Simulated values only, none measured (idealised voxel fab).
A process module follows: voxel ribs on slabs.
The cross-section shown here is cut; it is 140 nm wide and divided into square cells measuring 5 nm on a side.
Cross-section format: a grid of square cells, given as bands from top to bottom; each band is one or more rows of cells.
Each band's line starts with the height of the band's top and of its bottom, in nm. Then come its materials from left to right, each with its width in nm. One material with "everywhere" fills the band from edge to edge. "empty" is empty space.
Height datum 0, below which the as-received substrate wafer is one material. Lowest band open at the bottom, running downward: "0 and below".
You'd read "30->40" like this: the band's top row of cells is as wide as the first number, its bottom row is as wide as the second, and going down, every row changes width by the same amount as the row before did.
Take "nothing got changed" at face value: in the step it is given for, the cross-section changed in none of its cells.
Each empty space that has no open way to the top and spans at least 8 cells appears under "closed voids" as width x height at distance, the distance counted from the left edge, all in nm.
What comes after the settings on a step's line is commentary from the simulator itself on that step.
overlay nm: step with mask; distance mask lay right of planned place; negative value = left of planned place.

THIS SECTION LISTS THE PROCESS STEPS THAT WERE PLANNED
step 1: RECEIVE with material Si
step 2: DIRECTIONAL_DEP with material SiO2, thk nm 20
step 3: DIRECTIONAL_DEP with material polySi, thk nm 20
step 4: PATTERN with tone cover, mask id RIB, material resist, width nm 30, thk nm 20, overlay nm 0
step 5: DIRECTIONAL_ETCH with etch materials polySi, depth nm 15
step 6: STRIP with etch materials resist
step 7: DIRECTIONAL_DEP with material aC, thk nm 15
step 8: PATTERN with tone cover, mask id SLAB, material resist, width nm 60, thk nm 35, overlay nm 0
step 9: DIRECTIONAL_ETCH with etch materials aC, depth nm 15
step 10: STRIP with etch materials resist
step 11: DIRECTIONAL_ETCH with etch materials polySi, depth nm 5
step 12: STRIP with etch materials aC
step 13: FILL_DEP with material SiO2, thk nm 15
step 14: CMP with height nm 50
step 15: DIRECTIONAL_DEP with material TiN, thk nm 5
step 16: MASKED_ETCH with tone cover, mask id HEATER, width nm 40, etch materials TiN, depth nm 5, overlay nm 0
step 17: CONFORMAL_DEP with material SiO2, thk nm 5

THE FIRST WAFER OF TWO, PROCESSED AS PLANNED

RECEIVED-STATE CROSS-SECTION, REFLECTING COMPLETION OF STEP 1
  0 and below = Si everywhere
  closed voids: none

YOU'RE LOOKING AT A CROSS-SECTION OF THE WAFER AFTER STEP 2
  20 down to 0 = SiO2 everywhere
  Anything lower than 0 is untouched.

YOU'RE LOOKING AT A CROSS-SECTION OF THE WAFER AFTER STEP 3
  40 down to 20 = polySi everywhere
  Anything lower than 20 is untouched.

YOU'RE LOOKING AT A CROSS-SECTION OF THE WAFER AFTER STEP 4
  60 down to 40 = 55 of empty, then 30 of resist, then 55 of empty
  Anything lower than 40 is untouched.

YOU'RE LOOKING AT A CROSS-SECTION OF THE WAFER AFTER STEP 5
  60 down to 40 = 55 of empty, then 30 of resist, then 55 of empty
  40 down to 25 = 55 of empty, then 30 of polySi, then 55 of empty
  Anything lower than 25 is untouched.

YOU'RE LOOKING AT A CROSS-SECTION OF THE WAFER AFTER STEP 6
  40 down to 25 = 55 of empty, then 30 of polySi, then 55 of empty
  Anything lower than 25 is untouched.

YOU'RE LOOKING AT A CROSS-SECTION OF THE WAFER AFTER STEP 7
  55 down to 40 = 55 of empty, then 30 of aC, then 55 of empty
  40 down to 25 = 55 of aC, then 30 of polySi, then 55 of aC
  Anything lower than 25 is untouched.

YOU'RE LOOKING AT A CROSS-SECTION OF THE WAFER AFTER STEP 8
  90 down to 55 = 40 of empty, then 60 of resist, then 40 of empty
  55 down to 40 = 40 of empty, then 15 of resist, then 30 of aC, then 15 of resist, then 40 of empty
  Anything lower than 40 is untouched.

YOU'RE LOOKING AT A CROSS-SECTION OF THE WAFER AFTER STEP 9
  75 down to 55 = 40 of empty, then 60 of resist, then 40 of empty
  55 down to 40 = 40 of empty, then 15 of resist, then 30 of aC, then 15 of resist, then 40 of empty
  40 down to 25 = 40 of empty, then 15 of aC, then 30 of polySi, then 15 of aC, then 40 of empty
  Anything lower than 25 is untouched.

YOU'RE LOOKING AT A CROSS-SECTION OF THE WAFER AFTER STEP 10
  55 down to 40 = 55 of empty, then 30 of aC, then 55 of empty
  Anything lower than 40 is untouched.

YOU'RE LOOKING AT A CROSS-SECTION OF THE WAFER AFTER STEP 11
  55 down to 40 = 55 of empty, then 30 of aC, then 55 of empty
  40 down to 25 = 40 of empty, then 15 of aC, then 30 of polySi, then 15 of aC, then 40 of empty
  25 down to 20 = 40 of empty, then 60 of polySi, then 40 of empty
  Anything lower than 20 is untouched.

YOU'RE LOOKING AT A CROSS-SECTION OF THE WAFER AFTER STEP 12
  40 down to 25 = 55 of empty, then 30 of polySi, then 55 of empty
  Anything lower than 25 is untouched.

YOU'RE LOOKING AT A CROSS-SECTION OF THE WAFER AFTER STEP 13
  55 down to 40 = SiO2 everywhere
  40 down to 25 = 55 of SiO2, then 30 of polySi, then 55 of SiO2
  25 down to 20 = 40 of SiO2, then 60 of polySi, then 40 of SiO2
  Anything lower than 20 is untouched.

YOU'RE LOOKING AT A CROSS-SECTION OF THE WAFER AFTER STEP 14
  50 down to 40 = SiO2 everywhere
  Anything lower than 40 is untouched.

YOU'RE LOOKING AT A CROSS-SECTION OF THE WAFER AFTER STEP 15
  55 down to 50 = TiN everywhere
  Anything lower than 50 is untouched.

YOU'RE LOOKING AT A CROSS-SECTION OF THE WAFER AFTER STEP 16
  55 down to 50 = 50 of empty, then 40 of TiN, then 50 of empty
  Anything lower than 50 is untouched.

YOU'RE LOOKING AT A CROSS-SECTION OF THE WAFER AFTER STEP 17
  60 down to 55 = 45 of empty, then 50 of SiO2, then 45 of empty
  55 down to 50 = 50 of SiO2, then 40 of TiN, then 50 of SiO2
  Anything lower than 50 is untouched.

SECOND WAFER: SAME START AND SAME PLAN AS THE FIRST, ONE EXECUTION ERROR; IDENTICAL TO THE FIRST THROUGH STEP 1

CROSS-SECTION: SECOND WAFER, TIME AT WHICH STEP 2 WAS SCHEDULED TO END
  20 down to 0 = polySi everywhere
  Anything lower than 0 is untouched.

CROSS-SECTION: SECOND WAFER, TIME AT WHICH STEP 3 WAS SCHEDULED TO END
  40 down to 0 = polySi everywhere
  Anything lower than 0 is untouched.

CROSS-SECTION: SECOND WAFER, TIME AT WHICH STEP 4 WAS SCHEDULED TO END
  60 down to 40 = 55 of empty, then 30 of resist, then 55 of empty
  Anything lower than 40 is untouched.

CROSS-SECTION: SECOND WAFER, TIME AT WHICH STEP 5 WAS SCHEDULED TO END
  60 down to 40 = 55 of empty, then 30 of resist, then 55 of empty
  40 down to 25 = 55 of empty, then 30 of polySi, then 55 of empty
  Anything lower than 25 is untouched.

CROSS-SECTION: SECOND WAFER, TIME AT WHICH STEP 6 WAS SCHEDULED TO END
  40 down to 25 = 55 of empty, then 30 of polySi, then 55 of empty
  Anything lower than 25 is untouched.

CROSS-SECTION: SECOND WAFER, TIME AT WHICH STEP 7 WAS SCHEDULED TO END
  55 down to 40 = 55 of empty, then 30 of aC, then 55 of empty
  40 down to 25 = 55 of aC, then 30 of polySi, then 55 of aC
  Anything lower than 25 is untouched.

CROSS-SECTION: SECOND WAFER, TIME AT WHICH STEP 8 WAS SCHEDULED TO END
  90 down to 55 = 40 of empty, then 60 of resist, then 40 of empty
  55 down to 40 = 40 of empty, then 15 of resist, then 30 of aC, then 15 of resist, then 40 of empty
  Anything lower than 40 is untouched.

CROSS-SECTION: SECOND WAFER, TIME AT WHICH STEP 9 WAS SCHEDULED TO END
  75 down to 55 = 40 of empty, then 60 of resist, then 40 of empty
  55 down to 40 = 40 of empty, then 15 of resist, then 30 of aC, then 15 of resist, then 40 of empty
  40 down to 25 = 40 of empty, then 15 of aC, then 30 of polySi, then 15 of aC, then 40 of empty
  Anything lower than 25 is untouched.

CROSS-SECTION: SECOND WAFER, TIME AT WHICH STEP 10 WAS SCHEDULED TO END
  55 down to 40 = 55 of empty, then 30 of aC, then 55 of empty
  Anything lower than 40 is untouched.

CROSS-SECTION: SECOND WAFER, TIME AT WHICH STEP 11 WAS SCHEDULED TO END
  55 down to 40 = 55 of empty, then 30 of aC, then 55 of empty
  40 down to 25 = 40 of empty, then 15 of aC, then 30 of polySi, then 15 of aC, then 40 of empty
  25 down to 20 = 40 of empty, then 60 of polySi, then 40 of empty
  Anything lower than 20 is untouched.

CROSS-SECTION: SECOND WAFER, TIME AT WHICH STEP 12 WAS SCHEDULED TO END
  40 down to 25 = 55 of empty, then 30 of polySi, then 55 of empty
  Anything lower than 25 is untouched.

CROSS-SECTION: SECOND WAFER, TIME AT WHICH STEP 13 WAS SCHEDULED TO END
  55 down to 40 = SiO2 everywhere
  40 down to 25 = 55 of SiO2, then 30 of polySi, then 55 of SiO2
  25 down to 20 = 40 of SiO2, then 60 of polySi, then 40 of SiO2
  Anything lower than 20 is untouched.

CROSS-SECTION: SECOND WAFER, TIME AT WHICH STEP 14 WAS SCHEDULED TO END
  50 down to 40 = SiO2 everywhere
  Anything lower than 40 is untouched.

CROSS-SECTION: SECOND WAFER, TIME AT WHICH STEP 15 WAS SCHEDULED TO END
  55 down to 50 = TiN everywhere
  Anything lower than 50 is untouched.

CROSS-SECTION: SECOND WAFER, TIME AT WHICH STEP 16 WAS SCHEDULED TO END
  55 down to 50 = 50 of empty, then 40 of TiN, then 50 of empty
  Anything lower than 50 is untouched.

CROSS-SECTION: SECOND WAFER, TIME AT WHICH STEP 17 WAS SCHEDULED TO END
  60 down to 55 = 45 of empty, then 50 of SiO2, then 45 of empty
  55 down to 50 = 50 of SiO2, then 40 of TiN, then 50 of SiO2
  Anything lower than 50 is untouched.
Deviation noted in wafer processing: step 2 did not happen as planned, as run it was DIRECTIONAL_DEP with material polySi, thk nm 20
Per the end-of-run cell counts, the second wafer holds more or fewer of some materials than the first: 112 fewer of SiO2, 112 more of polySi
